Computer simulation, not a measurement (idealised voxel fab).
Presented below is a process module, voxel self aligned contacts.
Displayed cross-section: cut, width of 200 nm, square cells sized 5 nm.
Cross-section, as written here: a square-cell grid given band by band from the top down, where a band holds one or more rows of cells. Each band's line starts with the height of the band's top and of its bottom, in nm. Then come its materials from left to right, each with its width in nm. One material with "full width" fills the band from edge to edge. "air" is empty space. Heads up on the height convention: 0 is the point under which the incoming wafer is all one material, and the lowest band has no bottom, it just keeps going down, like "0 and below". Graded width ("30 to 40"): value in top row of band = first number; value in bottom row = second number; row-to-row change constant. When a step is marked "no alteration", none of the cells in the cross-section changed during that step. You'll see "Closed internal voids" listing empty spaces that have no way open to the top, as long as they're 8 cells or more; the notation is width x height at distance, where the distance is from the left edge, and all of it is in nm. Formally, on a step line, whatever follows the settings is a remark that the simulator itself makes on the step. overlay nm, on a step with a mask: how far to the right of its planned place the mask lay; to the left if negative.

**The following list gives the planned process steps**
1,op RECEIVE | material Si
2,op OXIDIZE | depth nm 5
3,op DIRECTIONAL_DEP | material polySi | thk nm 25
4,op DIRECTIONAL_DEP | material SiN | thk nm 20
5,op DIRECTIONAL_DEP | material aC | thk nm 10
6,op PATTERN | tone cover | mask id GATE | material resist | width nm 30 | pitch nm 65 | thk nm 30 | overlay nm 0
7,op DIRECTIONAL_ETCH | etch materials aC | depth nm 10
8,op STRIP | etch materials resist
9,op DIRECTIONAL_ETCH | etch materials SiN | depth nm 20
10,op DIRECTIONAL_ETCH | etch materials polySi | depth nm 25
11,op STRIP | etch materials aC
12,op CONFORMAL_DEP | material SiN | thk nm 10
13,op DIRECTIONAL_ETCH | etch materials SiN | depth nm 10
14,op FILL_DEP | material SiO2 | thk nm 15
15,op CMP | height nm 55
16,op DIRECTIONAL_DEP | material aC | thk nm 15
17,op PATTERN | tone open | mask id CONTACT | material resist | width nm 45 | thk nm 30 | overlay nm 0
18,op DIRECTIONAL_ETCH | etch materials aC | depth nm 15
19,op STRIP | etch materials resist
20,op DIRECTIONAL_ETCH | etch materials SiO2 | depth nm 60
21,op STRIP | etch materials aC
22,op CONFORMAL_DEP | material TiN | thk nm 5
23,op FILL_DEP | material Ru | thk nm 5
24,op CMP | height nm 55
25,op CONFORMAL_DEP | material SiCN | thk nm 5

**Run as planned: first of two wafers**

**The cross-section here shows the wafer as received, i.e. in its state after step 1**
    0 and below: Si full width
    Closed internal voids: none

**The wafer, seen in cross-section, after step 2**
    0 down to -5: SiO2 full width
    Rest of section, below -5: as before.

**The wafer, seen in cross-section, after step 3**
    25 down to 0: polySi full width
    Rest of section, below 0: as before.

**The wafer, seen in cross-section, after step 4**
    45 down to 25: SiN full width
    Rest of section, below 25: as before.

**The wafer, seen in cross-section, after step 5**
    55 down to 45: aC full width
    Rest of section, below 45: as before.

**The wafer, seen in cross-section, after step 6**
    85 down to 55: air: 50, then resist: 30, then air: 35, then resist: 30, then air: 55
    Rest of section, below 55: as before.

**The wafer, seen in cross-section, after step 7**
    75 down to 55: air: 50, then resist: 30, then air: 35, then resist: 30, then air: 55
    55 down to 45: air: 50, then aC: 30, then air: 35, then aC: 30, then air: 55
    Rest of section, below 45: as before.

**The wafer, seen in cross-section, after step 8**
    55 down to 45: air: 50, then aC: 30, then air: 35, then aC: 30, then air: 55
    Rest of section, below 45: as before.

**The wafer, seen in cross-section, after step 9**
    55 down to 45: air: 50, then aC: 30, then air: 35, then aC: 30, then air: 55
    45 down to 25: air: 50, then SiN: 30, then air: 35, then SiN: 30, then air: 55
    Rest of section, below 25: as before.

**The wafer, seen in cross-section, after step 10**
    55 down to 45: air: 50, then aC: 30, then air: 35, then aC: 30, then air: 55
    45 down to 25: air: 50, then SiN: 30, then air: 35, then SiN: 30, then air: 55
    25 down to 0: air: 50, then polySi: 30, then air: 35, then polySi: 30, then air: 55
    Rest of section, below 0: as before.

**The wafer, seen in cross-section, after step 11**
    45 down to 25: air: 50, then SiN: 30, then air: 35, then SiN: 30, then air: 55
    Rest of section, below 25: as before.

**The wafer, seen in cross-section, after step 12**
    55 down to 25: air: 40, then SiN: 50, then air: 15, then SiN: 50, then air: 45
    25 down to 10: air: 40, then SiN: 10, then polySi: 30, then SiN: 10, then air: 15, then SiN: 10, then polySi: 30, then SiN: 10, then air: 45
    10 down to 0: SiN: 50, then polySi: 30, then SiN: 35, then polySi: 30, then SiN: 55
    Rest of section, below 0: as before.

**The wafer, seen in cross-section, after step 13**
    45 down to 25: air: 40, then SiN: 50, then air: 15, then SiN: 50, then air: 45
    25 down to 0: air: 40, then SiN: 10, then polySi: 30, then SiN: 10, then air: 15, then SiN: 10, then polySi: 30, then SiN: 10, then air: 45
    Rest of section, below 0: as before.

**The wafer, seen in cross-section, after step 14**
    60 down to 45: SiO2 full width
    45 down to 25: SiO2: 40, then SiN: 50, then SiO2: 15, then SiN: 50, then SiO2: 45
    25 down to 0: SiO2: 40, then SiN: 10, then polySi: 30, then SiN: 10, then SiO2: 15, then SiN: 10, then polySi: 30, then SiN: 10, then SiO2: 45
    Rest of section, below 0: as before.

**The wafer, seen in cross-section, after step 15**
    55 down to 45: SiO2 full width
    Rest of section, below 45: as before.

**The wafer, seen in cross-section, after step 16**
    70 down to 55: aC full width
    Rest of section, below 55: as before.

**The wafer, seen in cross-section, after step 17**
    100 down to 70: resist: 75, then air: 45, then resist: 80
    Rest of section, below 70: as before.

**The wafer, seen in cross-section, after step 18**
    85 down to 70: resist: 75, then air: 45, then resist: 80
    70 down to 55: aC: 75, then air: 45, then aC: 80
    Rest of section, below 55: as before.

**The wafer, seen in cross-section, after step 19**
    70 down to 55: aC: 75, then air: 45, then aC: 80
    Rest of section, below 55: as before.

**The wafer, seen in cross-section, after step 20**
    70 down to 55: aC: 75, then air: 45, then aC: 80
    55 down to 45: SiO2: 75, then air: 45, then SiO2: 80
    45 down to 25: SiO2: 40, then SiN: 50, then air: 15, then SiN: 50, then SiO2: 45
    25 down to 0: SiO2: 40, then SiN: 10, then polySi: 30, then SiN: 10, then air: 15, then SiN: 10, then polySi: 30, then SiN: 10, then SiO2: 45
    0 down to -5: SiO2: 90, then air: 15, then SiO2: 95
    Rest of section, below -5: as before.

**The wafer, seen in cross-section, after step 21**
    55 down to 45: SiO2: 75, then air: 45, then SiO2: 80
    Rest of section, below 45: as before.

**The wafer, seen in cross-section, after step 22**
    60 down to 55: TiN: 80, then air: 35, then TiN: 85
    55 down to 45: SiO2: 75, then TiN: 5 to 20, then air: 35 to 5, then TiN: 5 to 20, then SiO2: 80
    45 down to 25: SiO2: 40, then SiN: 50, then TiN: 5, then air: 5, then TiN: 5, then SiN: 50, then SiO2: 45
    25 down to 0: SiO2: 40, then SiN: 10, then polySi: 30, then SiN: 10, then TiN: 5, then air: 5, then TiN: 5, then SiN: 10, then polySi: 30, then SiN: 10, then SiO2: 45
    0 down to -5: SiO2: 90, then TiN: 15, then SiO2: 95
    Rest of section, below -5: as before.

**The wafer, seen in cross-section, after step 23**
    65 down to 60: Ru full width
    60 down to 55: TiN: 80, then Ru: 35, then TiN: 85
    55 down to 45: SiO2: 75, then TiN: 5 to 20, then Ru: 35 to 5, then TiN: 5 to 20, then SiO2: 80
    45 down to 25: SiO2: 40, then SiN: 50, then TiN: 5, then Ru: 5, then TiN: 5, then SiN: 50, then SiO2: 45
    25 down to 0: SiO2: 40, then SiN: 10, then polySi: 30, then SiN: 10, then TiN: 5, then Ru: 5, then TiN: 5, then SiN: 10, then polySi: 30, then SiN: 10, then SiO2: 45
    Rest of section, below 0: as before.

**The wafer, seen in cross-section, after step 24**
    55 down to 45: SiO2: 75, then TiN: 5 to 20, then Ru: 35 to 5, then TiN: 5 to 20, then SiO2: 80
    Rest of section, below 45: as before.

**The wafer, seen in cross-section, after step 25**
    60 down to 55: SiCN full width
    Rest of section, below 55: as before.

**The remaining wafer, second of the two, started like the first and was run to the same plan, except that one mistake was made along the way; the two coincide through step 11, inclusive**

**What the second wafer looks like in cross-section when step 12 should have wrapped up**
    35 down to 25: air: 50, then SiN: 30, then air: 35, then SiN: 30, then air: 55
    Rest of section, below 25: as before.

**What the second wafer looks like in cross-section when step 13 should have wrapped up**
    45 down to 25: air: 40, then SiN: 50, then air: 15, then SiN: 50, then air: 45
    25 down to 10: air: 40, then SiN: 10, then polySi: 30, then SiN: 10, then air: 15, then SiN: 10, then polySi: 30, then SiN: 10, then air: 45
    10 down to 0: SiN: 50, then polySi: 30, then SiN: 35, then polySi: 30, then SiN: 55
    Rest of section, below 0: as before.

**What the second wafer looks like in cross-section when step 14 should have wrapped up**
    60 down to 45: SiO2 full width
    45 down to 25: SiO2: 40, then SiN: 50, then SiO2: 15, then SiN: 50, then SiO2: 45
    25 down to 10: SiO2: 40, then SiN: 10, then polySi: 30, then SiN: 10, then SiO2: 15, then SiN: 10, then polySi: 30, then SiN: 10, then SiO2: 45
    Rest of section, below 10: as before.

**What the second wafer looks like in cross-section when step 15 should have wrapped up**
    55 down to 45: SiO2 full width
    Rest of section, below 45: as before.

**What the second wafer looks like in cross-section when step 16 should have wrapped up**
    70 down to 55: aC full width
    Rest of section, below 55: as before.

**What the second wafer looks like in cross-section when step 17 should have wrapped up**
    100 down to 70: resist: 75, then air: 45, then resist: 80
    Rest of section, below 70: as before.

**What the second wafer looks like in cross-section when step 18 should have wrapped up**
    85 down to 70: resist: 75, then air: 45, then resist: 80
    70 down to 55: aC: 75, then air: 45, then aC: 80
    Rest of section, below 55: as before.

**What the second wafer looks like in cross-section when step 19 should have wrapped up**
    70 down to 55: aC: 75, then air: 45, then aC: 80
    Rest of section, below 55: as before.

**What the second wafer looks like in cross-section when step 20 should have wrapped up**
    70 down to 55: aC: 75, then air: 45, then aC: 80
    55 down to 45: SiO2: 75, then air: 45, then SiO2: 80
    45 down to 25: SiO2: 40, then SiN: 50, then air: 15, then SiN: 50, then SiO2: 45
    25 down to 10: SiO2: 40, then SiN: 10, then polySi: 30, then SiN: 10, then air: 15, then SiN: 10, then polySi: 30, then SiN: 10, then SiO2: 45
    Rest of section, below 10: as before.

**What the second wafer looks like in cross-section when step 21 should have wrapped up**
    55 down to 45: SiO2: 75, then air: 45, then SiO2: 80
    Rest of section, below 45: as before.

**What the second wafer looks like in cross-section when step 22 should have wrapped up**
    60 down to 55: TiN: 80, then air: 35, then TiN: 85
    55 down to 45: SiO2: 75, then TiN: 5 to 20, then air: 35 to 5, then TiN: 5 to 20, then SiO2: 80
    45 down to 25: SiO2: 40, then SiN: 50, then TiN: 5, then air: 5, then TiN: 5, then SiN: 50, then SiO2: 45
    25 down to 15: SiO2: 40, then SiN: 10, then polySi: 30, then SiN: 10, then TiN: 5, then air: 5, then TiN: 5, then SiN: 10, then polySi: 30, then SiN: 10, then SiO2: 45
    15 down to 10: SiO2: 40, then SiN: 10, then polySi: 30, then SiN: 10, then TiN: 15, then SiN: 10, then polySi: 30, then SiN: 10, then SiO2: 45
    Rest of section, below 10: as before.

**What the second wafer looks like in cross-section when step 23 should have wrapped up**
    65 down to 60: Ru full width
    60 down to 55: TiN: 80, then Ru: 35, then TiN: 85
    55 down to 45: SiO2: 75, then TiN: 5 to 20, then Ru: 35 to 5, then TiN: 5 to 20, then SiO2: 80
    45 down to 25: SiO2: 40, then SiN: 50, then TiN: 5, then Ru: 5, then TiN: 5, then SiN: 50, then SiO2: 45
    25 down to 15: SiO2: 40, then SiN: 10, then polySi: 30, then SiN: 10, then TiN: 5, then Ru: 5, then TiN: 5, then SiN: 10, then polySi: 30, then SiN: 10, then SiO2: 45
    Rest of section, below 15: as before.

**What the second wafer looks like in cross-section when step 24 should have wrapped up**
    55 down to 45: SiO2: 75, then TiN: 5 to 20, then Ru: 35 to 5, then TiN: 5 to 20, then SiO2: 80
    Rest of section, below 45: as before.

**What the second wafer looks like in cross-section when step 25 should have wrapped up**
    60 down to 55: SiCN full width
    Rest of section, below 55: as before.
Processing error: steps 12 and 13 got flipped, so each one ran where the other should have
FYI, end of process, the second wafer has more or fewer cells of some materials than the first: -3 Ru; +40 SiN; -31 SiO2; -6 TiN
